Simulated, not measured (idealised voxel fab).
process module | voxel trench capacitor
cross-section cut | 225 nm wide | cells 5 nm
A cross-section is a grid of square cells, given in bands from the top down. A band is one or more rows of cells.
Each band's line starts with the height of the band's top and of its bottom, in nm. Then come its materials from left to right, each with its width in nm. One material with "throughout" fills the band from edge to edge. "air" is empty space.
Height 0 is the level under which the wafer as received is all one material. The lowest band goes on downwards, as in "0 down".
A width such as "30 to 40" changes by the same amount from each row of cells to the next, from the band's top row to its bottom row.
"no change" after a step means that no cell of the cross-section changed.
closed voids: empty space of 8 cells or more with no open way to the top, each as width x height at its distance from the left edge, in nm
after a step's settings: what the simulator itself notes on the step
overlay nm, on a step with a mask: how far to the right of its planned place the mask lay; to the left if negative
plan
1 op RECEIVE | material Si
2 op CONFORMAL_DEP | material SiN | thk nm 10
3 op PATTERN | tone open | mask id TRENCH | material resist | width nm 25 | pitch nm 50 | thk nm 20 | overlay nm 0
4 op DIRECTIONAL_ETCH | etch materials SiN | depth nm 10
5 op DIRECTIONAL_ETCH | etch materials Si | depth nm 30
6 op STRIP | etch materials resist
7 op CONFORMAL_DEP | material Al2O3 | thk nm 5
8 op FILL_DEP | material polySi | thk nm 10
9 op CMP | height nm 10
as received, after step 1
  0 down: Si throughout
  closed voids: none
a wafer at the end: this start, this plan, one mistake
  10 to 0: polySi 45 | Al2O3 5 | SiN 25 | Al2O3 5 | polySi 15 | Al2O3 5 | SiN 25 | Al2O3 5 | polySi 15 | Al2O3 5 | SiN 25 | Al2O3 5 | polySi 45
  0 to -25: polySi 45 | Al2O3 5 | Si 25 | Al2O3 5 | polySi 15 | Al2O3 5 | Si 25 | Al2O3 5 | polySi 15 | Al2O3 5 | Si 25 | Al2O3 5 | polySi 45
  -25 to -30: Al2O3 50 | Si 25 | Al2O3 25 | Si 25 | Al2O3 25 | Si 25 | Al2O3 50
  -30 down: Si throughout
  closed voids: none
what went wrong: step 3 ran as: op PATTERN | tone cover | mask id TRENCH | material resist | width nm 25 | pitch nm 50 | thk nm 20 | overlay nm 0
